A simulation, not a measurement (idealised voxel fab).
Process module under the name voxel transistor to metal
The width of the displayed cross-section, cut, is 150 nm; its cells are square, with a size of 5 nm.
This document writes a cross-section as a grid whose cells are square, and gives it as bands, listed from the top down; one or more rows of cells form a band.
This entry defines a band. It first specifies the height of the band's top and the height of its bottom in nm, and then specifies the band's materials from left to right, stating each material with its width in nm. The word "full width" identifies a single material that fills the band from edge to edge, while the word "air" identifies empty space.
Heights are reckoned from 0. Under this level, the received wafer is all of one material. The bottommost band is open-ended downward, for example "z 0 and below".
A width such as "30 to 40" changes by the same amount from each row of cells to the next, from the band's top row to its bottom row.
Take "no alterations made" at face value: in the step it is given for, the cross-section changed in none of its cells.
Empty spaces without an open route to the top, at least 8 cells in extent, make up the entry "Voids, sealed"; each is given as width x height at distance, where the distance is measured from the left edge, and all are in nm.
It should be noted that, on the line of a given step, the content following the step's settings is a remark produced by the simulator itself with respect to that step.
The setting "overlay nm" may be written on the line of a step. When the step uses a mask, the value reports how far to the right of the planned place the mask lay, and a negative value reports that it lay to the left.

The following list gives the planned process steps:
| 1 | RECEIVE with material Si |
| 2 | OXIDIZE with depth nm 5 |
| 3 | CONFORMAL_DEP with material SiN, thk nm 15 |
| 4 | PATTERN with tone cover, mask id ACTIVE, material resist, width nm 115, thk nm 15, overlay nm 0 |
| 5 | DIRECTIONAL_ETCH with etch materials SiN, depth nm 15 |
| 6 | DIRECTIONAL_ETCH with etch materials SiO2, depth nm 5 |
| 7 | DIRECTIONAL_ETCH with etch materials Si, depth nm 35 |
| 8 | STRIP with etch materials resist |
| 9 | FILL_DEP with material SiO2, thk nm 15 |
| 10 | CMP with height nm 15 |
| 11 | SELECTIVE_ETCH with etch materials SiO2, depth nm 5 |
| 12 | STRIP with etch materials SiN |
| 13 | SELECTIVE_ETCH with etch materials SiO2, depth nm 5 |
| 14 | OXIDIZE with depth nm 5 |
| 15 | DIRECTIONAL_DEP with material polySi, thk nm 30 |
| 16 | DIRECTIONAL_DEP with material SiCN, thk nm 15 |
| 17 | DIRECTIONAL_DEP with material aC, thk nm 15 |
| 18 | PATTERN with tone cover, mask id GATE, material resist, width nm 35, thk nm 35, overlay nm 0 |
| 19 | DIRECTIONAL_ETCH with etch materials aC, depth nm 15 |
| 20 | STRIP with etch materials resist |
| 21 | DIRECTIONAL_ETCH with etch materials SiCN, depth nm 25 |
| 22 | DIRECTIONAL_ETCH with etch materials polySi, depth nm 40 |
| 23 | STRIP with etch materials aC |
| 24 | CONFORMAL_DEP with material SiO2, thk nm 5 |
| 25 | DIRECTIONAL_ETCH with etch materials SiO2, depth nm 5 |
| 26 | CONFORMAL_DEP with material SiN, thk nm 5 |
| 27 | DIRECTIONAL_ETCH with etch materials SiN, depth nm 5 |
| 28 | DIRECTIONAL_ETCH with etch materials SiO2, depth nm 5 |
| 29 | DIRECTIONAL_ETCH with etch materials Si, depth nm 5 |
| 30 | EPI with material nSi, thk nm 5 |
| 31 | FILL_DEP with material SiO2, thk nm 5 |
| 32 | CMP with height nm 25 |
| 33 | STRIP with etch materials polySi |
| 34 | SELECTIVE_ETCH with etch materials SiO2, depth nm 5 |
| 35 | CONFORMAL_DEP with material HfO2, thk nm 5 |
| 36 | CONFORMAL_DEP with material TiN, thk nm 5 |
| 37 | FILL_DEP with material W, thk nm 5 |
| 38 | CMP with height nm 20 |
| 39 | DIRECTIONAL_DEP with material SiO2, thk nm 10 |
| 40 | MASKED_ETCH with tone open, mask id CONTACT, width nm 15, pitch nm 90, etch materials SiO2, depth nm 40, overlay nm 0 |
| 41 | CONFORMAL_DEP with material TiN, thk nm 5 |
| 42 | FILL_DEP with material W, thk nm 10 |
| 43 | CMP with height nm 30 |
| 44 | CONFORMAL_DEP with material SiCN, thk nm 5 |
| 45 | DIRECTIONAL_DEP with material lowk, thk nm 15 |
| 46 | PATTERN with tone open, mask id METAL_1, material resist, width nm 15, pitch nm 90, thk nm 15, overlay nm 0 |
| 47 | DIRECTIONAL_ETCH with etch materials lowk, depth nm 15 |
| 48 | DIRECTIONAL_ETCH with etch materials SiCN, depth nm 5 |
| 49 | STRIP with etch materials resist |
| 50 | CONFORMAL_DEP with material TiN, thk nm 5 |
| 51 | FILL_DEP with material W, thk nm 5 |
| 52 | CMP with height nm 50 |
| 53 | EPI with material Ru, thk nm 5 |
| 54 | FILL_DEP with material SiCN, thk nm 5 |
| 55 | DIRECTIONAL_DEP with material SiO2, thk nm 30 |
| 56 | DIRECTIONAL_DEP with material aC, thk nm 15 |
| 57 | PATTERN with tone open, mask id METAL_2, material resist, width nm 15, pitch nm 90, thk nm 35, overlay nm 0 |
| 58 | DIRECTIONAL_ETCH with etch materials aC, depth nm 15 |
| 59 | STRIP with etch materials resist |
| 60 | DIRECTIONAL_ETCH with etch materials SiO2, depth nm 15 |
| 61 | STRIP with etch materials aC |
| 62 | MASKED_ETCH with tone open, mask id METAL_2_HOLES, width nm 15, pitch nm 90, etch materials SiO2, depth nm 15, overlay nm 0 |
| 63 | MASKED_ETCH with tone open, mask id METAL_2_HOLES, width nm 15, pitch nm 90, etch materials SiCN, depth nm 5, overlay nm 0 |
| 64 | CONFORMAL_DEP with material TiN, thk nm 5 |
| 65 | FILL_DEP with material Cu, thk nm 10 |
| 66 | CMP with height nm 90 |
| 67 | CONFORMAL_DEP with material SiCN, thk nm 5 |
varied across the wafers: depth nm of step 34. The plan shows the first wafer's value. All wafers start alike

first wafer as received, after step 1:
- z 0 and below = Si full width
- Voids, sealed: none

Cross-section, first of several wafers, end of module, after last step 67:
- z 95 to 90 = SiCN full width
- z 90 to 60 = SiO2 (20); TiN (5); Cu (5); TiN (5); SiO2 (75); TiN (5); Cu (5); TiN (5); SiO2 (25)
- z 60 to 55 = SiCN (20); TiN (15); SiCN (75); TiN (15); SiCN (25)
- z 55 to 50 = SiCN (15); Ru (25); SiCN (65); Ru (25); SiCN (20)
- z 50 to 35 = lowk (20); TiN (5); W (5); TiN (5); lowk (75); TiN (5); W (5); TiN (5); lowk (25)
- z 35 to 30 = SiCN (20); TiN (15); SiCN (75); TiN (15); SiCN (25)
- z 30 to 20 = SiO2 (20); TiN (5); W (5); TiN (5); SiO2 (75); TiN (5); W (5); TiN (5); SiO2 (25)
- z 20 to 5 = SiO2 (20); TiN (5); W (5); TiN (5); SiO2 (10); SiN (5); HfO2 (5); TiN (5); W (25); TiN (5); HfO2 (5); SiN (5); SiO2 (10); TiN (5); W (5); TiN (5); SiO2 (25)
- z 5 to 0 = SiO2 (15); SiN (5); TiN (5); W (5); TiN (5); SiO2 (10); SiN (5); HfO2 (5); TiN (5); W (25); TiN (5); HfO2 (5); SiN (5); SiO2 (10); TiN (5); W (5); TiN (5); SiN (5); SiO2 (20)
- z 0 to -5 = SiO2 (15); SiN (5); TiN (15); SiO2 (10); SiN (5); HfO2 (5); TiN (35); HfO2 (5); SiN (5); SiO2 (10); TiN (15); SiN (5); SiO2 (20)
- z -5 to -10 = SiO2 (20); nSi (5); TiN (10); SiO2 (5); nSi (5); SiO2 (5); HfO2 (45); SiO2 (5); nSi (5); SiO2 (5); TiN (10); nSi (5); SiO2 (25)
- z -10 to -15 = SiO2 (15); Si (5); nSi (25); Si (55); nSi (25); Si (5); SiO2 (20)
- z -15 to -40 = SiO2 (15); Si (115); SiO2 (20)
- z -40 and below = Si full width
- Voids, sealed: none

Cross-sectional view of the final wafer of several at the module's end:
- z 95 to 90 = SiCN full width
- z 90 to 60 = SiO2 (20); TiN (5); Cu (5); TiN (5); SiO2 (75); TiN (5); Cu (5); TiN (5); SiO2 (25)
- z 60 to 55 = SiCN (20); TiN (15); SiCN (75); TiN (15); SiCN (25)
- z 55 to 50 = SiCN (15); Ru (25); SiCN (65); Ru (25); SiCN (20)
- z 50 to 35 = lowk (20); TiN (5); W (5); TiN (5); lowk (75); TiN (5); W (5); TiN (5); lowk (25)
- z 35 to 30 = SiCN (20); TiN (15); SiCN (75); TiN (15); SiCN (25)
- z 30 to 25 = SiO2 (20); TiN (5); W (5); TiN (5); SiO2 (75); TiN (5); W (5); TiN (5); SiO2 (25)
- z 25 to 20 = SiO2 (20); TiN (15); SiO2 (75); TiN (15); SiO2 (25)
- z 20 to 15 = W (35); TiN (5); HfO2 (5); SiN (5); HfO2 (5); TiN (5); W (25); TiN (5); HfO2 (5); SiN (5); HfO2 (5); TiN (5); W (40)
- z 15 to 10 = TiN (40); HfO2 (5); SiN (5); HfO2 (5); TiN (5); W (25); TiN (5); HfO2 (5); SiN (5); HfO2 (5); TiN (45)
- z 10 to 5 = HfO2 (45); SiN (5); HfO2 (5); TiN (5); W (25); TiN (5); HfO2 (5); SiN (5); HfO2 (50)
- z 5 to 0 = SiO2 (15); SiN (5); SiO2 (25); SiN (5); HfO2 (5); TiN (5); W (25); TiN (5); HfO2 (5); SiN (5); SiO2 (25); SiN (5); SiO2 (20)
- z 0 to -5 = SiO2 (15); SiN (5); SiO2 (25); SiN (5); HfO2 (5); TiN (35); HfO2 (5); SiN (5); SiO2 (25); SiN (5); SiO2 (20)
- z -5 to -10 = SiO2 (20); nSi (5); SiO2 (15); nSi (5); HfO2 (55); nSi (5); SiO2 (15); nSi (5); SiO2 (25)
- z -10 to -15 = SiO2 (15); Si (5); nSi (25); Si (55); nSi (25); Si (5); SiO2 (20)
- z -15 to -40 = SiO2 (15); Si (115); SiO2 (20)
- z -40 and below = Si full width
- Voids, sealed: none

So in this table every wafer gets its own row, and what you see is where it stands at the end of the module: for each material, how many cells it picked up (+) or gave up (-) since we received it, and after that its closed voids:
depth nm 5; +12 Cu; +19 HfO2; +10 Ru; -112 Si; +98 SiCN; +14 SiN; +308 SiO2; +97 TiN; +38 W; +72 lowk; +14 nSi; Voids, sealed: none
depth nm 10; +12 Cu; +40 HfO2; +10 Ru; -112 Si; +98 SiCN; +14 SiN; +321 SiO2; +73 TiN; +28 W; +72 lowk; +14 nSi; Voids, sealed: none
depth nm 15; +12 Cu; +42 HfO2; +10 Ru; -112 Si; +98 SiCN; +14 SiN; +302 SiO2; +90 TiN; +28 W; +72 lowk; +14 nSi; Voids, sealed: none
depth nm 20; +12 Cu; +44 HfO2; +10 Ru; -112 Si; +98 SiCN; +14 SiN; +283 SiO2; +92 TiN; +43 W; +72 lowk; +14 nSi; Voids, sealed: none
